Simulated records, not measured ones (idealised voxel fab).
This section sets out a process module, namely voxel ribs on slabs.
This is section cut - it's 185 nm across, gridded in 5 nm square cells.
Square cells in a grid make up a cross-section in this document, and the grid is given as bands, listed from the top down, each one or more rows of cells. Each band's line starts with the height of the band's top and of its bottom, in nm. Then come its materials from left to right, each with its width in nm. One material with "full width" fills the band from edge to edge. "air" is empty space. We count height from 0. Below that, the starting wafer is all one material. The lowest band never ends at the bottom but goes on down; see "from 0 down" for how that is written. The width entry "30 to 40" should be interpreted row by row: the top row of cells in the band takes the first number, the bottom row takes the second number, and the change between adjacent rows is uniform throughout. It should be understood that the words "no alterations made", when stated for a given step, signify that the cross-section underwent no change in any of its cells during that step. Each empty space that has no open way to the top and spans at least 8 cells appears under "Enclosed void list" as width x height at distance, the distance counted from the left edge, all in nm. That trailing text on a step's line, after the settings, is the simulator's own remark on the step. The setting "overlay nm" may be written on the line of a step. When the step uses a mask, the value reports how far to the right of the planned place the mask lay, and a negative value reports that it lay to the left.

Intended process steps
1: RECEIVE (material Si)
2: DIRECTIONAL_DEP (material SiO2; thk nm 20)
3: DIRECTIONAL_DEP (material polySi; thk nm 25)
4: MASKED_ETCH (tone cover; mask id RIB; width nm 30; etch materials polySi; depth nm 20; overlay nm 0)
5: PATTERN (tone cover; mask id SLAB; material resist; width nm 70; thk nm 20; overlay nm 0)
6: DIRECTIONAL_ETCH (etch materials polySi; depth nm 5)
7: STRIP (etch materials resist)
8: FILL_DEP (material SiO2; thk nm 20)
9: CMP (height nm 60)
10: DIRECTIONAL_DEP (material TiN; thk nm 5)
11: MASKED_ETCH (tone cover; mask id HEATER; width nm 40; etch materials TiN; depth nm 5; overlay nm 0)
12: CONFORMAL_DEP (material SiN; thk nm 5)
Quick note for whoever runs this: the wafers start identical, but the width nm at step 5 isn't the same across them. The plan just shows what the first wafer had.

After step 1, as received: first of several wafers, cross-section
	from 0 down: Si full width
	Enclosed void list: none

Note: the following table is arranged by wafer, a row apiece. Each row reports the end-of-module state: per material, cells gained (+) or cells lost (-) compared with the wafer as received; closed voids follow
width nm 70, +39 SiN, +406 SiO2, +8 TiN, +38 polySi, Enclosed void list: none
width nm 75, +39 SiN, +405 SiO2, +8 TiN, +39 polySi, Enclosed void list: none
width nm 80, +39 SiN, +404 SiO2, +8 TiN, +40 polySi, Enclosed void list: none
width nm 85, +39 SiN, +403 SiO2, +8 TiN, +41 polySi, Enclosed void list: none
width nm 90, +39 SiN, +402 SiO2, +8 TiN, +42 polySi, Enclosed void list: none
width nm 95, +39 SiN, +401 SiO2, +8 TiN, +43 polySi, Enclosed void list: none
